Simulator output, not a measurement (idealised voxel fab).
Proc. module: voxel gate over fins
cross-section cut | 275 nm wide | cells 5 nm
Cross-section layout: square cells on a grid; listed as bands, top to bottom; a band spans one or more cell rows. Quick guide to a band line: top height, bottom height (nm) up front; then every material left to right with its width in nm. Only one material and it's marked "edge to edge"? Then it fills the band edge to edge. And "blank" just means empty space. Zero point of the height axis is 0; under it, received wafer = one material. Lowest band: continues down indefinitely, "from 0 down". Per-row width for "30..40": begins at first number (top row of band), ends at second number (bottom row), increment between rows held constant. "no modification" after a step means that no cell of the cross-section changed. "Non-vented voids" - sealed voids, min. 8 cells, no opening to top; format: width x height at distance (distance from left edge; nm throughout). Note: text after step settings on the step line = simulator remark on that step. A step line may carry the setting "overlay nm", which, for steps involving a mask, states the distance by which the mask lay to the right of its intended position; negative values denote displacement to the left.

**Process steps - plan**
1 RECEIVE, material Si
2 CONFORMAL_DEP, material SiN, thk nm 10
3 MASKED_ETCH, tone cover, mask id FINS, width nm 15, pitch nm 40, etch materials SiN, depth nm 10, overlay nm 0
4 MASKED_ETCH, tone cover, mask id FINS, width nm 15, pitch nm 40, etch materials Si, depth nm 30, overlay nm 0
5 OXIDIZE, depth nm 5
6 FILL_DEP, material SiO2, thk nm 10
7 CMP, height nm 10
8 SELECTIVE_ETCH, etch materials SiO2, depth nm 25
9 STRIP, etch materials SiN
10 CONFORMAL_DEP, material HfO2, thk nm 5
11 CONFORMAL_DEP, material TiN, thk nm 5
12 FILL_DEP, material W, thk nm 10
13 CMP, height nm 15
14 CONFORMAL_DEP, material SiCN, thk nm 10

**First wafer, two in total, run as planned**

**Incoming wafer, cross-sectional view, post step 1**
	from 0 down = Si edge to edge
	Non-vented voids: none

**Take a look at the wafer's cross-section after step 2**
	from 10 to 0 = SiN edge to edge
	Below a height of 0, the structure has not been altered.

**Take a look at the wafer's cross-section after step 3**
	from 10 to 0 = blank (110), SiN (15), blank (25), SiN (15), blank (110)
	Below a height of 0, the structure has not been altered.

**Take a look at the wafer's cross-section after step 4**
	from 10 to 0 = blank (110), SiN (15), blank (25), SiN (15), blank (110)
	from 0 to -30 = blank (110), Si (15), blank (25), Si (15), blank (110)
	Below a height of -30, the structure has not been altered.

**Take a look at the wafer's cross-section after step 5**
	from 10 to 0 = blank (110), SiN (15), blank (25), SiN (15), blank (110)
	from 0 to -30 = blank (110), SiO2 (5), Si (5), SiO2 (5), blank (25), SiO2 (5), Si (5), SiO2 (5), blank (110)
	from -30 to -35 = SiO2 (115), Si (5), SiO2 (35), Si (5), SiO2 (115)
	Below a height of -35, the structure has not been altered.

**Take a look at the wafer's cross-section after step 6**
	from 20 to 10 = SiO2 edge to edge
	from 10 to 0 = SiO2 (110), SiN (15), SiO2 (25), SiN (15), SiO2 (110)
	from 0 to -35 = SiO2 (115), Si (5), SiO2 (35), Si (5), SiO2 (115)
	Below a height of -35, the structure has not been altered.

**Take a look at the wafer's cross-section after step 7**
	from 10 to 0 = SiO2 (110), SiN (15), SiO2 (25), SiN (15), SiO2 (110)
	Below a height of 0, the structure has not been altered.

**Take a look at the wafer's cross-section after step 8**
	from 10 to 0 = blank (110), SiN (15), blank (25), SiN (15), blank (110)
	from 0 to -15 = blank (115), Si (5), blank (35), Si (5), blank (115)
	Below a height of -15, the structure has not been altered.

**Take a look at the wafer's cross-section after step 9**
	from 0 to -15 = blank (115), Si (5), blank (35), Si (5), blank (115)
	Below a height of -15, the structure has not been altered.

**Take a look at the wafer's cross-section after step 10**
	from 5 to 0 = blank (110), HfO2 (15), blank (25), HfO2 (15), blank (110)
	from 0 to -10 = blank (110), HfO2 (5), Si (5), HfO2 (5), blank (25), HfO2 (5), Si (5), HfO2 (5), blank (110)
	from -10 to -15 = HfO2 (115), Si (5), HfO2 (35), Si (5), HfO2 (115)
	Below a height of -15, the structure has not been altered.

**Take a look at the wafer's cross-section after step 11**
	from 10 to 5 = blank (105), TiN (25), blank (15), TiN (25), blank (105)
	from 5 to 0 = blank (105), TiN (5), HfO2 (15), TiN (5), blank (15), TiN (5), HfO2 (15), TiN (5), blank (105)
	from 0 to -5 = blank (105), TiN (5), HfO2 (5), Si (5), HfO2 (5), TiN (5), blank (15), TiN (5), HfO2 (5), Si (5), HfO2 (5), TiN (5), blank (105)
	from -5 to -10 = TiN (110), HfO2 (5), Si (5), HfO2 (5), TiN (25), HfO2 (5), Si (5), HfO2 (5), TiN (110)
	Below a height of -10, the structure has not been altered.

**Take a look at the wafer's cross-section after step 12**
	from 20 to 10 = W edge to edge
	from 10 to 5 = W (105), TiN (25), W (15), TiN (25), W (105)
	from 5 to 0 = W (105), TiN (5), HfO2 (15), TiN (5), W (15), TiN (5), HfO2 (15), TiN (5), W (105)
	from 0 to -5 = W (105), TiN (5), HfO2 (5), Si (5), HfO2 (5), TiN (5), W (15), TiN (5), HfO2 (5), Si (5), HfO2 (5), TiN (5), W (105)
	Below a height of -5, the structure has not been altered.

**Take a look at the wafer's cross-section after step 13**
	from 15 to 10 = W edge to edge
	Below a height of 10, the structure has not been altered.

**Take a look at the wafer's cross-section after step 14**
	from 25 to 15 = SiCN edge to edge
	Below a height of 15, the structure has not been altered.

**What follows concerns the second wafer, which started out like the first and was meant to follow the very same plan; one mistake crept in when it was run, but everything up to and including step 2 is the same as for the first wafer**

**when step 3 should have ended**
	from 10 to 0 = blank (105), SiN (25), blank (15), SiN (25), blank (105)
	Below a height of 0, the structure has not been altered.

**when step 4 should have ended**
	from 10 to 0 = blank (105), SiN (25), blank (15), SiN (25), blank (105)
	from 0 to -30 = blank (105), Si (25), blank (15), Si (25), blank (105)
	Below a height of -30, the structure has not been altered.

**when step 5 should have ended**
	from 10 to 0 = blank (105), SiN (25), blank (15), SiN (25), blank (105)
	from 0 to -30 = blank (105), SiO2 (5), Si (15), SiO2 (5), blank (15), SiO2 (5), Si (15), SiO2 (5), blank (105)
	from -30 to -35 = SiO2 (110), Si (15), SiO2 (25), Si (15), SiO2 (110)
	Below a height of -35, the structure has not been altered.

**when step 6 should have ended**
	from 20 to 10 = SiO2 edge to edge
	from 10 to 0 = SiO2 (105), SiN (25), SiO2 (15), SiN (25), SiO2 (105)
	from 0 to -35 = SiO2 (110), Si (15), SiO2 (25), Si (15), SiO2 (110)
	Below a height of -35, the structure has not been altered.

**when step 7 should have ended**
	from 10 to 0 = SiO2 (105), SiN (25), SiO2 (15), SiN (25), SiO2 (105)
	Below a height of 0, the structure has not been altered.

**when step 8 should have ended**
	from 10 to 0 = blank (105), SiN (25), blank (15), SiN (25), blank (105)
	from 0 to -15 = blank (110), Si (15), blank (25), Si (15), blank (110)
	Below a height of -15, the structure has not been altered.

**when step 9 should have ended**
	from 0 to -15 = blank (110), Si (15), blank (25), Si (15), blank (110)
	Below a height of -15, the structure has not been altered.

**when step 10 should have ended**
	from 5 to 0 = blank (105), HfO2 (25), blank (15), HfO2 (25), blank (105)
	from 0 to -10 = blank (105), HfO2 (5), Si (15), HfO2 (5), blank (15), HfO2 (5), Si (15), HfO2 (5), blank (105)
	from -10 to -15 = HfO2 (110), Si (15), HfO2 (25), Si (15), HfO2 (110)
	Below a height of -15, the structure has not been altered.

**when step 11 should have ended**
	from 10 to 5 = blank (100), TiN (35), blank (5), TiN (35), blank (100)
	from 5 to 0 = blank (100), TiN (5), HfO2 (25), TiN (5), blank (5), TiN (5), HfO2 (25), TiN (5), blank (100)
	from 0 to -5 = blank (100), TiN (5), HfO2 (5), Si (15), HfO2 (5), TiN (5), blank (5), TiN (5), HfO2 (5), Si (15), HfO2 (5), TiN (5), blank (100)
	from -5 to -10 = TiN (105), HfO2 (5), Si (15), HfO2 (5), TiN (15), HfO2 (5), Si (15), HfO2 (5), TiN (105)
	Below a height of -10, the structure has not been altered.

**when step 12 should have ended**
	from 20 to 10 = W edge to edge
	from 10 to 5 = W (100), TiN (35), W (5), TiN (35), W (100)
	from 5 to 0 = W (100), TiN (5), HfO2 (25), TiN (5), W (5), TiN (5), HfO2 (25), TiN (5), W (100)
	from 0 to -5 = W (100), TiN (5), HfO2 (5), Si (15), HfO2 (5), TiN (5), W (5), TiN (5), HfO2 (5), Si (15), HfO2 (5), TiN (5), W (100)
	Below a height of -5, the structure has not been altered.

**when step 13 should have ended**
	from 15 to 10 = W edge to edge
	Below a height of 10, the structure has not been altered.

**when step 14 should have ended**
	from 25 to 15 = SiCN edge to edge
	Below a height of 15, the structure has not been altered.
Finding, execution versus plan: contrary to plan, step 3 was performed as MASKED_ETCH, tone cover, mask id FINS, width nm 25, pitch nm 40, etch materials SiN, depth nm 10, overlay nm 0
Final difference in cells, second wafer against first, listed per material as more or fewer: Si +28; SiO2 -16; W -12
